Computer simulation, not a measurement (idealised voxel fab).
Title: Process Module voxel self aligned contacts
Each square cell in cross-section cut measures 5 nm, and the section as a whole is 220 nm wide.
Bands, listed from the top down, are how a cross-section gets written in this document; the cross-section itself is a grid of square cells, and a band is one or more rows of them.
Look at the band entry: it leads with the top's height and the bottom's height in nm. Then it lists the materials left to right, with a width in nm for each. The word "edge to edge" on a single material says that material fills the band edge to edge. The word "air" is empty space.
Height reference: 0 = level under which incoming wafer is all one material. Lowest band: no bottom, runs on downward, e.g. "z 0 and below".
The notation "30->40" denotes a width that varies across the rows of cells in the band, beginning at the first number in the top row, finishing at the second number in the bottom row, and changing by an identical amount from each row to the next.
For the purposes of this document, the phrase "no change" attached to a step denotes that no cell within the cross-section was modified by that step.
What "Sealed void list" gives you is every empty space of 8 cells or more that is cut off from the top. Each appears as width x height at distance, with the distance taken from the left edge and width, height and distance all in nm.
Text after the settings on a step's line: the simulator's own remark on that step.
The line of a step may include "overlay nm". On a step with a mask, this value is how far to the right of its planned place the mask lay. A negative value means the mask lay to the left.

So here's the lineup of process steps we planned
1,RECEIVE | material Si
2,CONFORMAL_DEP | material SiO2 | thk nm 5
3,DIRECTIONAL_DEP | material polySi | thk nm 25
4,DIRECTIONAL_DEP | material SiN | thk nm 25
5,PATTERN | tone cover | mask id GATE | material resist | width nm 30 | pitch nm 75 | thk nm 20 | overlay nm 0
6,DIRECTIONAL_ETCH | etch materials SiN | depth nm 25
7,DIRECTIONAL_ETCH | etch materials polySi | depth nm 25
8,STRIP | etch materials resist
9,CONFORMAL_DEP | material SiN | thk nm 10
10,DIRECTIONAL_ETCH | etch materials SiN | depth nm 10
11,FILL_DEP | material SiO2 | thk nm 15
12,CMP | height nm 60
13,MASKED_ETCH | tone open | mask id CONTACT | width nm 55 | etch materials SiO2 | depth nm 60 | overlay nm 0
14,CONFORMAL_DEP | material TiN | thk nm 5
15,FILL_DEP | material W | thk nm 5
16,CMP | height nm 60
17,CONFORMAL_DEP | material SiCN | thk nm 5

First of two wafers, with the run carried out as planned

as received, after step 1
	z 0 and below  Si edge to edge
	Sealed void list: none

The following cross-section depicts the wafer upon completion of step 2
	z 5 to 0  SiO2 edge to edge
	Heights below 0 show no change.

The following cross-section depicts the wafer upon completion of step 3
	z 30 to 5  polySi edge to edge
	Heights below 5 show no change.

The following cross-section depicts the wafer upon completion of step 4
	z 55 to 30  SiN edge to edge
	Heights below 30 show no change.

The following cross-section depicts the wafer upon completion of step 5
	z 75 to 55  air (55), then resist (30), then air (45), then resist (30), then air (60)
	Heights below 55 show no change.

The following cross-section depicts the wafer upon completion of step 6
	z 75 to 55  air (55), then resist (30), then air (45), then resist (30), then air (60)
	z 55 to 30  air (55), then SiN (30), then air (45), then SiN (30), then air (60)
	Heights below 30 show no change.

The following cross-section depicts the wafer upon completion of step 7
	z 75 to 55  air (55), then resist (30), then air (45), then resist (30), then air (60)
	z 55 to 30  air (55), then SiN (30), then air (45), then SiN (30), then air (60)
	z 30 to 5  air (55), then polySi (30), then air (45), then polySi (30), then air (60)
	Heights below 5 show no change.

The following cross-section depicts the wafer upon completion of step 8
	z 55 to 30  air (55), then SiN (30), then air (45), then SiN (30), then air (60)
	Heights below 30 show no change.

The following cross-section depicts the wafer upon completion of step 9
	z 65 to 30  air (45), then SiN (50), then air (25), then SiN (50), then air (50)
	z 30 to 15  air (45), then SiN (10), then polySi (30), then SiN (10), then air (25), then SiN (10), then polySi (30), then SiN (10), then air (50)
	z 15 to 5  SiN (55), then polySi (30), then SiN (45), then polySi (30), then SiN (60)
	Heights below 5 show no change.

The following cross-section depicts the wafer upon completion of step 10
	z 55 to 30  air (45), then SiN (50), then air (25), then SiN (50), then air (50)
	z 30 to 5  air (45), then SiN (10), then polySi (30), then SiN (10), then air (25), then SiN (10), then polySi (30), then SiN (10), then air (50)
	Heights below 5 show no change.

The following cross-section depicts the wafer upon completion of step 11
	z 70 to 55  SiO2 edge to edge
	z 55 to 30  SiO2 (45), then SiN (50), then SiO2 (25), then SiN (50), then SiO2 (50)
	z 30 to 5  SiO2 (45), then SiN (10), then polySi (30), then SiN (10), then SiO2 (25), then SiN (10), then polySi (30), then SiN (10), then SiO2 (50)
	Heights below 5 show no change.

The following cross-section depicts the wafer upon completion of step 12
	z 60 to 55  SiO2 edge to edge
	Heights below 55 show no change.

The following cross-section depicts the wafer upon completion of step 13
	z 60 to 55  SiO2 (80), then air (55), then SiO2 (85)
	z 55 to 30  SiO2 (45), then SiN (50), then air (25), then SiN (50), then SiO2 (50)
	z 30 to 5  SiO2 (45), then SiN (10), then polySi (30), then SiN (10), then air (25), then SiN (10), then polySi (30), then SiN (10), then SiO2 (50)
	z 5 to 0  SiO2 (95), then air (25), then SiO2 (100)
	Heights below 0 show no change.

The following cross-section depicts the wafer upon completion of step 14
	z 65 to 60  TiN (85), then air (45), then TiN (90)
	z 60 to 55  SiO2 (80), then TiN (20), then air (15), then TiN (20), then SiO2 (85)
	z 55 to 30  SiO2 (45), then SiN (50), then TiN (5), then air (15), then TiN (5), then SiN (50), then SiO2 (50)
	z 30 to 5  SiO2 (45), then SiN (10), then polySi (30), then SiN (10), then TiN (5), then air (15), then TiN (5), then SiN (10), then polySi (30), then SiN (10), then SiO2 (50)
	z 5 to 0  SiO2 (95), then TiN (25), then SiO2 (100)
	Heights below 0 show no change.

The following cross-section depicts the wafer upon completion of step 15
	z 70 to 65  W edge to edge
	z 65 to 60  TiN (85), then W (45), then TiN (90)
	z 60 to 55  SiO2 (80), then TiN (20), then W (15), then TiN (20), then SiO2 (85)
	z 55 to 30  SiO2 (45), then SiN (50), then TiN (5), then W (15), then TiN (5), then SiN (50), then SiO2 (50)
	z 30 to 5  SiO2 (45), then SiN (10), then polySi (30), then SiN (10), then TiN (5), then W (15), then TiN (5), then SiN (10), then polySi (30), then SiN (10), then SiO2 (50)
	Heights below 5 show no change.

The following cross-section depicts the wafer upon completion of step 16
	z 60 to 55  SiO2 (80), then TiN (20), then W (15), then TiN (20), then SiO2 (85)
	Heights below 55 show no change.

The following cross-section depicts the wafer upon completion of step 17
	z 65 to 60  SiCN edge to edge
	Heights below 60 show no change.

Companion wafer, the second of two: same beginning, same intended sequence, one mistake in carrying it out; through step 9 inclusive it tracks the first exactly

Planned end of step 10: second wafer, cross-section
	z 60 to 30  air (45), then SiN (50), then air (25), then SiN (50), then air (50)
	z 30 to 10  air (45), then SiN (10), then polySi (30), then SiN (10), then air (25), then SiN (10), then polySi (30), then SiN (10), then air (50)
	Heights below 10 show no change.

Planned end of step 11: second wafer, cross-section
	z 75 to 60  SiO2 edge to edge
	z 60 to 30  SiO2 (45), then SiN (50), then SiO2 (25), then SiN (50), then SiO2 (50)
	z 30 to 10  SiO2 (45), then SiN (10), then polySi (30), then SiN (10), then SiO2 (25), then SiN (10), then polySi (30), then SiN (10), then SiO2 (50)
	Heights below 10 show no change.

Planned end of step 12: second wafer, cross-section
	z 60 to 30  SiO2 (45), then SiN (50), then SiO2 (25), then SiN (50), then SiO2 (50)
	Heights below 30 show no change.

Planned end of step 13: second wafer, cross-section
	z 60 to 30  SiO2 (45), then SiN (50), then air (25), then SiN (50), then SiO2 (50)
	z 30 to 10  SiO2 (45), then SiN (10), then polySi (30), then SiN (10), then air (25), then SiN (10), then polySi (30), then SiN (10), then SiO2 (50)
	Heights below 10 show no change.

Planned end of step 14: second wafer, cross-section
	z 65 to 60  TiN (100), then air (15), then TiN (105)
	z 60 to 30  SiO2 (45), then SiN (50), then TiN (5), then air (15), then TiN (5), then SiN (50), then SiO2 (50)
	z 30 to 15  SiO2 (45), then SiN (10), then polySi (30), then SiN (10), then TiN (5), then air (15), then TiN (5), then SiN (10), then polySi (30), then SiN (10), then SiO2 (50)
	z 15 to 10  SiO2 (45), then SiN (10), then polySi (30), then SiN (10), then TiN (25), then SiN (10), then polySi (30), then SiN (10), then SiO2 (50)
	Heights below 10 show no change.

Planned end of step 15: second wafer, cross-section
	z 70 to 65  W edge to edge
	z 65 to 60  TiN (100), then W (15), then TiN (105)
	z 60 to 30  SiO2 (45), then SiN (50), then TiN (5), then W (15), then TiN (5), then SiN (50), then SiO2 (50)
	z 30 to 15  SiO2 (45), then SiN (10), then polySi (30), then SiN (10), then TiN (5), then W (15), then TiN (5), then SiN (10), then polySi (30), then SiN (10), then SiO2 (50)
	Heights below 15 show no change.

Planned end of step 16: second wafer, cross-section
	z 60 to 30  SiO2 (45), then SiN (50), then TiN (5), then W (15), then TiN (5), then SiN (50), then SiO2 (50)
	Heights below 30 show no change.

Planned end of step 17: second wafer, cross-section
	z 65 to 60  SiCN edge to edge
	Heights below 60 show no change.
Short version of what went wrong: step 10, actual vs plan mismatch, actual run DIRECTIONAL_ETCH | etch materials SiN | depth nm 5
Count the cells at the end and the second wafer has more or fewer of some materials than the first: SiN: 44 more, SiO2: 28 fewer, TiN: 10 fewer, W: 6 fewer
